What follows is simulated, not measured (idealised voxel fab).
voxel plated lines: a process module
FYI the section here is cut, 240 nm wide, cells are 5 nm squares.
Reading order for cross-sections: top band down to bottom band. Underlying form: a grid of square cells. Band size: one or more rows of cells. What a band's entry tells you: where the top is and where the bottom is, as heights in nm, and after that what lies inside, material by material from left to right, each with its width in nm. Empty space is written as the word "blank", and a single material marked with the word "everywhere" occupies the band from edge to edge. Heights are expressed relative to 0, this being the level below which the as-received wafer comprises one material exclusively. The lowest band is unbounded in the downward direction and is denoted as in "0 nm and below". A width such as "30 to 40" changes by the same amount from each row of cells to the next, from the band's top row to its bottom row. The cross-section has no changed cell in any step marked "no modification". Under "Fully sealed voids" you'll find the enclosed gaps, the ones with no way out to the top, that are 8 cells or bigger; each reads width x height at distance, with distance counted from the left edge, everything in nm. Heads up: the bit after the settings on a step's line is the simulator's remark on that step. A step line may carry the setting "overlay nm", which, for steps involving a mask, states the distance by which the mask lay to the right of its intended position; negative values denote displacement to the left.

Process steps foreseen in the plan
- 1: RECEIVE with material Si
- 2: CONFORMAL_DEP with material Al2O3, thk nm 10
- 3: DIRECTIONAL_DEP with material TiN, thk nm 5
- 4: PATTERN with tone open, mask id LINES, material resist, width nm 30, pitch nm 60, thk nm 30, overlay nm 0
- 5: EPI with material Ru, thk nm 10
- 6: EPI with material Ru, thk nm 10
- 7: STRIP with etch materials resist
- 8: DIRECTIONAL_ETCH with etch materials TiN, depth nm 5
- 9: CONFORMAL_DEP with material SiN, thk nm 5

Shown in cross-section is the wafer as received, that is, as it stands after step 1
> 0 nm and below = Si everywhere
> Fully sealed voids: none

Cross-sectional view of the first of the two wafers upon completion of the module, processed in accordance with the plan
> 40 nm to 35 nm = blank: 10, then SiN: 40, then blank: 20, then SiN: 40, then blank: 20, then SiN: 40, then blank: 20, then SiN: 40, then blank: 10
> 35 nm to 15 nm = blank: 10, then SiN: 5, then Ru: 30, then SiN: 5, then blank: 20, then SiN: 5, then Ru: 30, then SiN: 5, then blank: 20, then SiN: 5, then Ru: 30, then SiN: 5, then blank: 20, then SiN: 5, then Ru: 30, then SiN: 5, then blank: 10
> 15 nm to 10 nm = SiN: 15, then TiN: 30, then SiN: 30, then TiN: 30, then SiN: 30, then TiN: 30, then SiN: 30, then TiN: 30, then SiN: 15
> 10 nm to 0 nm = Al2O3 everywhere
> 0 nm and below = Si everywhere
> Fully sealed voids: none

Now the second wafer, cross-sectioned at the end of the module. Nothing different at the start, nothing different in the plan compared with the first, just one mistake when it was actually run
> 40 nm to 35 nm = blank: 15, then SiN: 30, then blank: 30, then SiN: 30, then blank: 30, then SiN: 30, then blank: 30, then SiN: 30, then blank: 15
> 35 nm to 15 nm = blank: 15, then SiN: 5, then Ru: 20, then SiN: 5, then blank: 30, then SiN: 5, then Ru: 20, then SiN: 5, then blank: 30, then SiN: 5, then Ru: 20, then SiN: 5, then blank: 30, then SiN: 5, then Ru: 20, then SiN: 5, then blank: 15
> 15 nm to 10 nm = SiN: 20, then TiN: 20, then SiN: 40, then TiN: 20, then SiN: 40, then TiN: 20, then SiN: 40, then TiN: 20, then SiN: 20
> 10 nm to 0 nm = Al2O3 everywhere
> 0 nm and below = Si everywhere
> Fully sealed voids: none
what went wrong: step 4 did not use the planned setting and instead ran as PATTERN with tone open, mask id LINES, material resist, width nm 20, pitch nm 60, thk nm 30, overlay nm 0
Counted in cells at the end, the second wafer holds more or fewer of these materials than the first: Ru: 32 fewer, TiN: 8 fewer
